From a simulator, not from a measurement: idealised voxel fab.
The following is a process module called voxel released beams.
Section shown: cut. Width: 205 nm. Cell size: 5 nm, square.
Think of the cross-section as a grid of square cells. We describe it in bands, top to bottom, and each band covers one or more rows of those cells. What a band's entry tells you: where the top is and where the bottom is, as heights in nm, and after that what lies inside, material by material from left to right, each with its width in nm. Empty space is written as the word "blank", and a single material marked with the word "full width" occupies the band from edge to edge. Beneath 0, the wafer as received is one material, and that level is where height counting begins. The lowest band goes on downward without a bottom; it is written like "0 -> down". A width such as "30 to 40" changes by the same amount from each row of cells to the next, from the band's top row to its bottom row. A step reported as "remains unaltered" is a step in which no cell of the cross-section changed. Fully sealed voids: empty space of 8 cells or more with no open way to the top, each as width x height at its distance from the left edge, in nm. after a step's settings: what the simulator itself notes on the step. The line of a step may include "overlay nm". On a step with a mask, this value is how far to the right of its planned place the mask lay. A negative value means the mask lay to the left.
### The planned process steps are enumerated hereunder
| 1 | RECEIVE | material Si |
| 2 | CONFORMAL_DEP | material SiN | thk nm 10 |
| 3 | DIRECTIONAL_DEP | material SiO2 | thk nm 15 |
| 4 | DIRECTIONAL_DEP | material aC | thk nm 10 |
| 5 | PATTERN | tone open | mask id ANCHOR | material resist | width nm 25 | thk nm 30 | overlay nm -15 |
| 6 | DIRECTIONAL_ETCH | etch materials aC | depth nm 10 |
| 7 | STRIP | etch materials resist |
| 8 | DIRECTIONAL_ETCH | etch materials SiO2 | depth nm 15 |
| 9 | STRIP | etch materials aC |
| 10 | CONFORMAL_DEP | material W | thk nm 10 |
| 11 | DIRECTIONAL_DEP | material aC | thk nm 15 |
| 12 | PATTERN | tone cover | mask id BEAM | material resist | width nm 90 | thk nm 35 | overlay nm 0 |
| 13 | DIRECTIONAL_ETCH | etch materials aC | depth nm 15 |
| 14 | STRIP | etch materials resist |
| 15 | DIRECTIONAL_ETCH | etch materials W | depth nm 10 |
| 16 | STRIP | etch materials aC |
| 17 | STRIP | etch materials SiO2 |
Where the wafers of this document differ is in the overlay nm of step 5; they start out the same, and the plan states the value that applied to the first wafer.
### Received wafers, first of several: cross-section after step 1
- 0 -> down  Si full width
- Fully sealed voids: none
### First of several wafers: cross-section at the end of the module, after step 17, its last step
- 35 -> 25  blank 60, then W 85, then blank 60
- 25 -> 20  blank 45, then W 10, then blank 5, then W 10, then blank 135
- 20 -> 10  blank 45, then W 25, then blank 135
- 10 -> 0  SiN full width
- 0 -> down  Si full width
- Fully sealed voids: none
### last wafer at the end
- 35 -> 25  blank 55, then W 30, then blank 5, then W 55, then blank 60
- 25 -> 20  blank 75, then W 10, then blank 5, then W 10, then blank 105
- 20 -> 10  blank 75, then W 25, then blank 105
- 10 -> 0  SiN full width
- 0 -> down  Si full width
- Fully sealed voids: none
### Below, a row for every wafer. Read it as the end-of-module picture: for each material the wafer shows its cells gained (+) or lost (-) since it was received, and then its closed voids
overlay nm -15 | +82 SiN | +48 W | Fully sealed voids: none
overlay nm -10 | +82 SiN | +48 W | Fully sealed voids: none
overlay nm -5 | +82 SiN | +48 W | Fully sealed voids: none
overlay nm 0 | +82 SiN | +48 W | Fully sealed voids: none
overlay nm 5 | +82 SiN | +48 W | Fully sealed voids: none
overlay nm 10 | +82 SiN | +48 W | Fully sealed voids: none
overlay nm 15 | +82 SiN | +48 W | Fully sealed voids: none
